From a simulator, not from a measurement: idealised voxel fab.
process module | voxel transistor to metal
cross-section cut | 140 nm wide | cells 5 nm
A cross-section is a grid of square cells, given in bands from the top down. A band is one or more rows of cells.
Each band's line starts with the height of the band's top and of its bottom, in nm. Then come its materials from left to right, each with its width in nm. One material with "throughout" fills the band from edge to edge. "air" is empty space.
Height 0 is the level under which the wafer as received is all one material. The lowest band goes on downwards, as in "0 down".
A width such as "30 to 40" changes by the same amount from each row of cells to the next, from the band's top row to its bottom row.
"no change" after a step means that no cell of the cross-section changed.
closed voids: empty space of 8 cells or more with no open way to the top, each as width x height at its distance from the left edge, in nm
after a step's settings: what the simulator itself notes on the step
overlay nm, on a step with a mask: how far to the right of its planned place the mask lay; to the left if negative
plan
1 op RECEIVE | material Si
2 op OXIDIZE | depth nm 5
3 op CONFORMAL_DEP | material SiN | thk nm 15
4 op MASKED_ETCH | tone cover | mask id ACTIVE | width nm 110 | etch materials SiN | depth nm 15 | overlay nm 0
5 op MASKED_ETCH | tone cover | mask id ACTIVE | width nm 110 | etch materials SiO2 | depth nm 5 | overlay nm 0
6 op MASKED_ETCH | tone cover | mask id ACTIVE | width nm 110 | etch materials Si | depth nm 35 | overlay nm 0
7 op FILL_DEP | material SiO2 | thk nm 5
8 op CMP | height nm 15
9 op SELECTIVE_ETCH | etch materials SiO2 | depth nm 10
10 op STRIP | etch materials SiN
11 op SELECTIVE_ETCH | etch materials SiO2 | depth nm 5
12 op OXIDIZE | depth nm 5
13 op DIRECTIONAL_DEP | material polySi | thk nm 30
14 op DIRECTIONAL_DEP | material SiCN | thk nm 15
15 op DIRECTIONAL_DEP | material aC | thk nm 10
16 op PATTERN | tone cover | mask id GATE | material resist | width nm 20 | thk nm 25 | overlay nm 0
17 op DIRECTIONAL_ETCH | etch materials aC | depth nm 10
18 op STRIP | etch materials resist
19 op DIRECTIONAL_ETCH | etch materials SiCN | depth nm 25
20 op DIRECTIONAL_ETCH | etch materials polySi | depth nm 40
21 op STRIP | etch materials aC
22 op CONFORMAL_DEP | material SiO2 | thk nm 5
23 op DIRECTIONAL_ETCH | etch materials SiO2 | depth nm 5
24 op CONFORMAL_DEP | material SiN | thk nm 5
25 op DIRECTIONAL_ETCH | etch materials SiN | depth nm 5
26 op DIRECTIONAL_ETCH | etch materials SiO2 | depth nm 5
27 op DIRECTIONAL_ETCH | etch materials Si | depth nm 10
28 op EPI | material SiGe | thk nm 15
29 op FILL_DEP | material SiO2 | thk nm 5
30 op CMP | height nm 40
31 op DIRECTIONAL_DEP | material SiO2 | thk nm 15
32 op DIRECTIONAL_DEP | material aC | thk nm 15
33 op PATTERN | tone open | mask id CONTACT | material resist | width nm 20 | pitch nm 80 | thk nm 30 | overlay nm 0
34 op DIRECTIONAL_ETCH | etch materials aC | depth nm 15
35 op STRIP | etch materials resist
36 op DIRECTIONAL_ETCH | etch materials SiO2 | depth nm 50
37 op STRIP | etch materials aC
38 op CONFORMAL_DEP | material TiN | thk nm 5
39 op FILL_DEP | material Ru | thk nm 10
40 op CMP | height nm 55
41 op CONFORMAL_DEP | material SiCN | thk nm 5
42 op DIRECTIONAL_DEP | material SiO2 | thk nm 15
43 op DIRECTIONAL_DEP | material aC | thk nm 15
44 op PATTERN | tone open | mask id METAL_1 | material resist | width nm 20 | pitch nm 80 | thk nm 35 | overlay nm 0
45 op DIRECTIONAL_ETCH | etch materials aC | depth nm 15
46 op STRIP | etch materials resist
47 op DIRECTIONAL_ETCH | etch materials SiO2 | depth nm 15
48 op DIRECTIONAL_ETCH | etch materials SiCN | depth nm 5
49 op STRIP | etch materials aC
50 op CONFORMAL_DEP | material TiN | thk nm 5
51 op FILL_DEP | material W | thk nm 10
52 op CMP | height nm 75
53 op CONFORMAL_DEP | material SiCN | thk nm 5
first wafer, as planned
as received, after step 1
  0 down: Si throughout
  closed voids: none
after step 2
  0 to -5: SiO2 throughout
  below -5: unchanged
after step 3
  15 to 0: SiN throughout
  below 0: unchanged
after step 4
  15 to 0: air 15 | SiN 110 | air 15
  below 0: unchanged
after step 5
  15 to 0: air 15 | SiN 110 | air 15
  0 to -5: air 15 | SiO2 110 | air 15
  below -5: unchanged
after step 6
  15 to 0: air 15 | SiN 110 | air 15
  0 to -5: air 15 | SiO2 110 | air 15
  -5 to -40: air 15 | Si 110 | air 15
  below -40: unchanged
after step 7
  20 to 15: SiO2 throughout
  15 to 0: SiO2 15 | SiN 110 | SiO2 15
  0 to -5: SiO2 throughout
  -5 to -40: SiO2 15 | Si 110 | SiO2 15
  below -40: unchanged
after step 8
  15 to 0: SiO2 15 | SiN 110 | SiO2 15
  below 0: unchanged
after step 9
  15 to 5: air 15 | SiN 110 | air 15
  below 5: unchanged
after step 10
  5 to 0: SiO2 15 | air 110 | SiO2 15
  below 0: unchanged
after step 11
  0 to -5: SiO2 10 | air 120 | SiO2 10
  below -5: unchanged
after step 12
  0 to -5: SiO2 10 | air 120 | SiO2 10
  -5 to -10: SiO2 throughout
  below -10: unchanged
after step 13
  30 to 25: polySi 10 | air 120 | polySi 10
  25 to 0: polySi throughout
  0 to -5: SiO2 10 | polySi 120 | SiO2 10
  below -5: unchanged
after step 14
  45 to 40: SiCN 10 | air 120 | SiCN 10
  40 to 30: SiCN throughout
  30 to 25: polySi 10 | SiCN 120 | polySi 10
  below 25: unchanged
after step 15
  55 to 50: aC 10 | air 120 | aC 10
  50 to 45: aC throughout
  45 to 40: SiCN 10 | aC 120 | SiCN 10
  below 40: unchanged
after step 16
  80 to 55: air 60 | resist 20 | air 60
  55 to 50: aC 10 | air 50 | resist 20 | air 50 | aC 10
  below 50: unchanged
after step 17
  70 to 50: air 60 | resist 20 | air 60
  50 to 45: air 60 | aC 20 | air 60
  45 to 40: SiCN 10 | air 50 | aC 20 | air 50 | SiCN 10
  below 40: unchanged
after step 18
  50 to 45: air 60 | aC 20 | air 60
  below 45: unchanged
after step 19
  50 to 40: air 60 | aC 20 | air 60
  40 to 30: air 60 | SiCN 20 | air 60
  30 to 25: polySi 10 | air 50 | SiCN 20 | air 50 | polySi 10
  below 25: unchanged
after step 20
  50 to 40: air 60 | aC 20 | air 60
  40 to 25: air 60 | SiCN 20 | air 60
  25 to 0: air 60 | polySi 20 | air 60
  0 to -5: SiO2 10 | air 50 | polySi 20 | air 50 | SiO2 10
  below -5: unchanged
after step 21
  40 to 25: air 60 | SiCN 20 | air 60
  below 25: unchanged
after step 22
  45 to 40: air 55 | SiO2 30 | air 55
  40 to 25: air 55 | SiO2 5 | SiCN 20 | SiO2 5 | air 55
  25 to 5: air 55 | SiO2 5 | polySi 20 | SiO2 5 | air 55
  5 to 0: SiO2 15 | air 40 | SiO2 5 | polySi 20 | SiO2 5 | air 40 | SiO2 15
  0 to -5: SiO2 60 | polySi 20 | SiO2 60
  below -5: unchanged
after step 23
  40 to 25: air 55 | SiO2 5 | SiCN 20 | SiO2 5 | air 55
  25 to 0: air 55 | SiO2 5 | polySi 20 | SiO2 5 | air 55
  0 to -5: SiO2 15 | air 40 | SiO2 5 | polySi 20 | SiO2 5 | air 40 | SiO2 15
  below -5: unchanged
after step 24
  45 to 40: air 50 | SiN 40 | air 50
  40 to 25: air 50 | SiN 5 | SiO2 5 | SiCN 20 | SiO2 5 | SiN 5 | air 50
  25 to 5: air 50 | SiN 5 | SiO2 5 | polySi 20 | SiO2 5 | SiN 5 | air 50
  5 to 0: SiN 20 | air 30 | SiN 5 | SiO2 5 | polySi 20 | SiO2 5 | SiN 5 | air 30 | SiN 20
  0 to -5: SiO2 15 | SiN 40 | SiO2 5 | polySi 20 | SiO2 5 | SiN 40 | SiO2 15
  below -5: unchanged
after step 25
  40 to 25: air 50 | SiN 5 | SiO2 5 | SiCN 20 | SiO2 5 | SiN 5 | air 50
  25 to 0: air 50 | SiN 5 | SiO2 5 | polySi 20 | SiO2 5 | SiN 5 | air 50
  0 to -5: SiO2 15 | SiN 5 | air 30 | SiN 5 | SiO2 5 | polySi 20 | SiO2 5 | SiN 5 | air 30 | SiN 5 | SiO2 15
  below -5: unchanged
after step 26
  40 to 35: air 50 | SiN 5 | air 5 | SiCN 20 | air 5 | SiN 5 | air 50
  35 to 25: air 50 | SiN 5 | SiO2 5 | SiCN 20 | SiO2 5 | SiN 5 | air 50
  25 to 0: air 50 | SiN 5 | SiO2 5 | polySi 20 | SiO2 5 | SiN 5 | air 50
  0 to -5: air 15 | SiN 5 | air 30 | SiN 5 | SiO2 5 | polySi 20 | SiO2 5 | SiN 5 | air 30 | SiN 5 | air 15
  -5 to -10: SiO2 20 | air 30 | SiO2 40 | air 30 | SiO2 20
  below -10: unchanged
after step 27
  40 to 35: air 50 | SiN 5 | air 5 | SiCN 20 | air 5 | SiN 5 | air 50
  35 to 25: air 50 | SiN 5 | SiO2 5 | SiCN 20 | SiO2 5 | SiN 5 | air 50
  25 to 0: air 50 | SiN 5 | SiO2 5 | polySi 20 | SiO2 5 | SiN 5 | air 50
  0 to -5: air 15 | SiN 5 | air 30 | SiN 5 | SiO2 5 | polySi 20 | SiO2 5 | SiN 5 | air 30 | SiN 5 | air 15
  -5 to -10: SiO2 20 | air 30 | SiO2 40 | air 30 | SiO2 20
  -10 to -20: SiO2 15 | Si 5 | air 30 | Si 40 | air 30 | Si 5 | SiO2 15
  below -20: unchanged
after step 28
  40 to 35: air 50 | SiN 5 | air 5 | SiCN 20 | air 5 | SiN 5 | air 50
  35 to 25: air 50 | SiN 5 | SiO2 5 | SiCN 20 | SiO2 5 | SiN 5 | air 50
  25 to 5: air 50 | SiN 5 | SiO2 5 | polySi 20 | SiO2 5 | SiN 5 | air 50
  5 to 0: air 15 | SiGe 35 | SiN 5 | SiO2 5 | polySi 20 | SiO2 5 | SiN 5 | SiGe 35 | air 15
  0 to -5: air 15 | SiN 5 | SiGe 30 | SiN 5 | SiO2 5 | polySi 20 | SiO2 5 | SiN 5 | SiGe 30 | SiN 5 | air 15
  -5 to -10: SiO2 20 | SiGe 30 | SiO2 40 | SiGe 30 | SiO2 20
  -10 to -20: SiO2 15 | Si 5 | SiGe 30 | Si 40 | SiGe 30 | Si 5 | SiO2 15
  below -20: unchanged
after step 29
  45 to 40: SiO2 throughout
  40 to 25: SiO2 50 | SiN 5 | SiO2 5 | SiCN 20 | SiO2 5 | SiN 5 | SiO2 50
  25 to 5: SiO2 50 | SiN 5 | SiO2 5 | polySi 20 | SiO2 5 | SiN 5 | SiO2 50
  5 to 0: SiO2 15 | SiGe 35 | SiN 5 | SiO2 5 | polySi 20 | SiO2 5 | SiN 5 | SiGe 35 | SiO2 15
  0 to -5: SiO2 15 | SiN 5 | SiGe 30 | SiN 5 | SiO2 5 | polySi 20 | SiO2 5 | SiN 5 | SiGe 30 | SiN 5 | SiO2 15
  below -5: unchanged
after step 30
  40 to 25: SiO2 50 | SiN 5 | SiO2 5 | SiCN 20 | SiO2 5 | SiN 5 | SiO2 50
  below 25: unchanged
after step 31
  55 to 40: SiO2 throughout
  below 40: unchanged
after step 32
  70 to 55: aC throughout
  below 55: unchanged
after step 33
  100 to 70: resist 20 | air 20 | resist 60 | air 20 | resist 20
  below 70: unchanged
after step 34
  85 to 70: resist 20 | air 20 | resist 60 | air 20 | resist 20
  70 to 55: aC 20 | air 20 | aC 60 | air 20 | aC 20
  below 55: unchanged
after step 35
  70 to 55: aC 20 | air 20 | aC 60 | air 20 | aC 20
  below 55: unchanged
after step 36
  70 to 55: aC 20 | air 20 | aC 60 | air 20 | aC 20
  55 to 40: SiO2 20 | air 20 | SiO2 60 | air 20 | SiO2 20
  40 to 25: SiO2 20 | air 20 | SiO2 10 | SiN 5 | SiO2 5 | SiCN 20 | SiO2 5 | SiN 5 | SiO2 10 | air 20 | SiO2 20
  25 to 5: SiO2 20 | air 20 | SiO2 10 | SiN 5 | SiO2 5 | polySi 20 | SiO2 5 | SiN 5 | SiO2 10 | air 20 | SiO2 20
  below 5: unchanged
after step 37
  55 to 40: SiO2 20 | air 20 | SiO2 60 | air 20 | SiO2 20
  below 40: unchanged
after step 38
  60 to 55: TiN 25 | air 10 | TiN 70 | air 10 | TiN 25
  55 to 40: SiO2 20 | TiN 5 | air 10 | TiN 5 | SiO2 60 | TiN 5 | air 10 | TiN 5 | SiO2 20
  40 to 25: SiO2 20 | TiN 5 | air 10 | TiN 5 | SiO2 10 | SiN 5 | SiO2 5 | SiCN 20 | SiO2 5 | SiN 5 | SiO2 10 | TiN 5 | air 10 | TiN 5 | SiO2 20
  25 to 10: SiO2 20 | TiN 5 | air 10 | TiN 5 | SiO2 10 | SiN 5 | SiO2 5 | polySi 20 | SiO2 5 | SiN 5 | SiO2 10 | TiN 5 | air 10 | TiN 5 | SiO2 20
  10 to 5: SiO2 20 | TiN 20 | SiO2 10 | SiN 5 | SiO2 5 | polySi 20 | SiO2 5 | SiN 5 | SiO2 10 | TiN 20 | SiO2 20
  below 5: unchanged
after step 39
  70 to 60: Ru throughout
  60 to 55: TiN 25 | Ru 10 | TiN 70 | Ru 10 | TiN 25
  55 to 40: SiO2 20 | TiN 5 | Ru 10 | TiN 5 | SiO2 60 | TiN 5 | Ru 10 | TiN 5 | SiO2 20
  40 to 25: SiO2 20 | TiN 5 | Ru 10 | TiN 5 | SiO2 10 | SiN 5 | SiO2 5 | SiCN 20 | SiO2 5 | SiN 5 | SiO2 10 | TiN 5 | Ru 10 | TiN 5 | SiO2 20
  25 to 10: SiO2 20 | TiN 5 | Ru 10 | TiN 5 | SiO2 10 | SiN 5 | SiO2 5 | polySi 20 | SiO2 5 | SiN 5 | SiO2 10 | TiN 5 | Ru 10 | TiN 5 | SiO2 20
  below 10: unchanged
after step 40
  55 to 40: SiO2 20 | TiN 5 | Ru 10 | TiN 5 | SiO2 60 | TiN 5 | Ru 10 | TiN 5 | SiO2 20
  below 40: unchanged
after step 41
  60 to 55: SiCN throughout
  below 55: unchanged
after step 42
  75 to 60: SiO2 throughout
  below 60: unchanged
after step 43
  90 to 75: aC throughout
  below 75: unchanged
after step 44
  125 to 90: resist 20 | air 20 | resist 60 | air 20 | resist 20
  below 90: unchanged
after step 45
  110 to 90: resist 20 | air 20 | resist 60 | air 20 | resist 20
  90 to 75: aC 20 | air 20 | aC 60 | air 20 | aC 20
  below 75: unchanged
after step 46
  90 to 75: aC 20 | air 20 | aC 60 | air 20 | aC 20
  below 75: unchanged
after step 47
  90 to 75: aC 20 | air 20 | aC 60 | air 20 | aC 20
  75 to 60: SiO2 20 | air 20 | SiO2 60 | air 20 | SiO2 20
  below 60: unchanged
after step 48
  90 to 75: aC 20 | air 20 | aC 60 | air 20 | aC 20
  75 to 60: SiO2 20 | air 20 | SiO2 60 | air 20 | SiO2 20
  60 to 55: SiCN 20 | air 20 | SiCN 60 | air 20 | SiCN 20
  below 55: unchanged
after step 49
  75 to 60: SiO2 20 | air 20 | SiO2 60 | air 20 | SiO2 20
  below 60: unchanged
after step 50
  80 to 75: TiN 25 | air 10 | TiN 70 | air 10 | TiN 25
  75 to 60: SiO2 20 | TiN 5 | air 10 | TiN 5 | SiO2 60 | TiN 5 | air 10 | TiN 5 | SiO2 20
  60 to 55: SiCN 20 | TiN 20 | SiCN 60 | TiN 20 | SiCN 20
  below 55: unchanged
after step 51
  90 to 80: W throughout
  80 to 75: TiN 25 | W 10 | TiN 70 | W 10 | TiN 25
  75 to 60: SiO2 20 | TiN 5 | W 10 | TiN 5 | SiO2 60 | TiN 5 | W 10 | TiN 5 | SiO2 20
  below 60: unchanged
after step 52
  75 to 60: SiO2 20 | TiN 5 | W 10 | TiN 5 | SiO2 60 | TiN 5 | W 10 | TiN 5 | SiO2 20
  below 60: unchanged
after step 53
  80 to 75: SiCN throughout
  below 75: unchanged
second wafer: like start, like plan, one mistake. Through step 27 it matches the first wafer
when step 28 should have ended
  40 to 35: air 50 | SiN 5 | air 5 | SiCN 20 | air 5 | SiN 5 | air 50
  35 to 25: air 50 | SiN 5 | SiO2 5 | SiCN 20 | SiO2 5 | SiN 5 | air 50
  25 to 20: air 50 | SiN 5 | SiO2 5 | polySi 20 | SiO2 5 | SiN 5 | air 50
  20 to 0: SiGe 50 | SiN 5 | SiO2 5 | polySi 20 | SiO2 5 | SiN 5 | SiGe 50
  0 to -5: SiGe 15 | SiN 5 | SiGe 30 | SiN 5 | SiO2 5 | polySi 20 | SiO2 5 | SiN 5 | SiGe 30 | SiN 5 | SiGe 15
  -5 to -10: SiO2 20 | SiGe 30 | SiO2 40 | SiGe 30 | SiO2 20
  -10 to -20: SiO2 15 | Si 5 | SiGe 30 | Si 40 | SiGe 30 | Si 5 | SiO2 15
  below -20: unchanged
when step 29 should have ended
  45 to 40: SiO2 throughout
  40 to 25: SiO2 50 | SiN 5 | SiO2 5 | SiCN 20 | SiO2 5 | SiN 5 | SiO2 50
  25 to 20: SiO2 50 | SiN 5 | SiO2 5 | polySi 20 | SiO2 5 | SiN 5 | SiO2 50
  below 20: unchanged
when step 30 should have ended
  40 to 25: SiO2 50 | SiN 5 | SiO2 5 | SiCN 20 | SiO2 5 | SiN 5 | SiO2 50
  below 25: unchanged
when step 31 should have ended
  55 to 40: SiO2 throughout
  below 40: unchanged
when step 32 should have ended
  70 to 55: aC throughout
  below 55: unchanged
when step 33 should have ended
  100 to 70: resist 20 | air 20 | resist 60 | air 20 | resist 20
  below 70: unchanged
when step 34 should have ended
  85 to 70: resist 20 | air 20 | resist 60 | air 20 | resist 20
  70 to 55: aC 20 | air 20 | aC 60 | air 20 | aC 20
  below 55: unchanged
when step 35 should have ended
  70 to 55: aC 20 | air 20 | aC 60 | air 20 | aC 20
  below 55: unchanged
when step 36 should have ended
  70 to 55: aC 20 | air 20 | aC 60 | air 20 | aC 20
  55 to 40: SiO2 20 | air 20 | SiO2 60 | air 20 | SiO2 20
  40 to 25: SiO2 20 | air 20 | SiO2 10 | SiN 5 | SiO2 5 | SiCN 20 | SiO2 5 | SiN 5 | SiO2 10 | air 20 | SiO2 20
  25 to 20: SiO2 20 | air 20 | SiO2 10 | SiN 5 | SiO2 5 | polySi 20 | SiO2 5 | SiN 5 | SiO2 10 | air 20 | SiO2 20
  below 20: unchanged
when step 37 should have ended
  55 to 40: SiO2 20 | air 20 | SiO2 60 | air 20 | SiO2 20
  below 40: unchanged
when step 38 should have ended
  60 to 55: TiN 25 | air 10 | TiN 70 | air 10 | TiN 25
  55 to 40: SiO2 20 | TiN 5 | air 10 | TiN 5 | SiO2 60 | TiN 5 | air 10 | TiN 5 | SiO2 20
  40 to 25: SiO2 20 | TiN 5 | air 10 | TiN 5 | SiO2 10 | SiN 5 | SiO2 5 | SiCN 20 | SiO2 5 | SiN 5 | SiO2 10 | TiN 5 | air 10 | TiN 5 | SiO2 20
  25 to 20: SiO2 20 | TiN 20 | SiO2 10 | SiN 5 | SiO2 5 | polySi 20 | SiO2 5 | SiN 5 | SiO2 10 | TiN 20 | SiO2 20
  below 20: unchanged
when step 39 should have ended
  70 to 60: Ru throughout
  60 to 55: TiN 25 | Ru 10 | TiN 70 | Ru 10 | TiN 25
  55 to 40: SiO2 20 | TiN 5 | Ru 10 | TiN 5 | SiO2 60 | TiN 5 | Ru 10 | TiN 5 | SiO2 20
  40 to 25: SiO2 20 | TiN 5 | Ru 10 | TiN 5 | SiO2 10 | SiN 5 | SiO2 5 | SiCN 20 | SiO2 5 | SiN 5 | SiO2 10 | TiN 5 | Ru 10 | TiN 5 | SiO2 20
  below 25: unchanged
when step 40 should have ended
  55 to 40: SiO2 20 | TiN 5 | Ru 10 | TiN 5 | SiO2 60 | TiN 5 | Ru 10 | TiN 5 | SiO2 20
  below 40: unchanged
when step 41 should have ended
  60 to 55: SiCN throughout
  below 55: unchanged
when step 42 should have ended
  75 to 60: SiO2 throughout
  below 60: unchanged
when step 43 should have ended
  90 to 75: aC throughout
  below 75: unchanged
when step 44 should have ended
  125 to 90: resist 20 | air 20 | resist 60 | air 20 | resist 20
  below 90: unchanged
when step 45 should have ended
  110 to 90: resist 20 | air 20 | resist 60 | air 20 | resist 20
  90 to 75: aC 20 | air 20 | aC 60 | air 20 | aC 20
  below 75: unchanged
when step 46 should have ended
  90 to 75: aC 20 | air 20 | aC 60 | air 20 | aC 20
  below 75: unchanged
when step 47 should have ended
  90 to 75: aC 20 | air 20 | aC 60 | air 20 | aC 20
  75 to 60: SiO2 20 | air 20 | SiO2 60 | air 20 | SiO2 20
  below 60: unchanged
when step 48 should have ended
  90 to 75: aC 20 | air 20 | aC 60 | air 20 | aC 20
  75 to 60: SiO2 20 | air 20 | SiO2 60 | air 20 | SiO2 20
  60 to 55: SiCN 20 | air 20 | SiCN 60 | air 20 | SiCN 20
  below 55: unchanged
when step 49 should have ended
  75 to 60: SiO2 20 | air 20 | SiO2 60 | air 20 | SiO2 20
  below 60: unchanged
when step 50 should have ended
  80 to 75: TiN 25 | air 10 | TiN 70 | air 10 | TiN 25
  75 to 60: SiO2 20 | TiN 5 | air 10 | TiN 5 | SiO2 60 | TiN 5 | air 10 | TiN 5 | SiO2 20
  60 to 55: SiCN 20 | TiN 20 | SiCN 60 | TiN 20 | SiCN 20
  below 55: unchanged
when step 51 should have ended
  90 to 80: W throughout
  80 to 75: TiN 25 | W 10 | TiN 70 | W 10 | TiN 25
  75 to 60: SiO2 20 | TiN 5 | W 10 | TiN 5 | SiO2 60 | TiN 5 | W 10 | TiN 5 | SiO2 20
  below 60: unchanged
when step 52 should have ended
  75 to 60: SiO2 20 | TiN 5 | W 10 | TiN 5 | SiO2 60 | TiN 5 | W 10 | TiN 5 | SiO2 20
  below 60: unchanged
when step 53 should have ended
  80 to 75: SiCN throughout
  below 75: unchanged
what went wrong: step 28 was run twice
at the end the second wafer has, in cells: 12 fewer of Ru | 72 more of SiGe | 48 fewer of SiO2 | 12 fewer of TiN
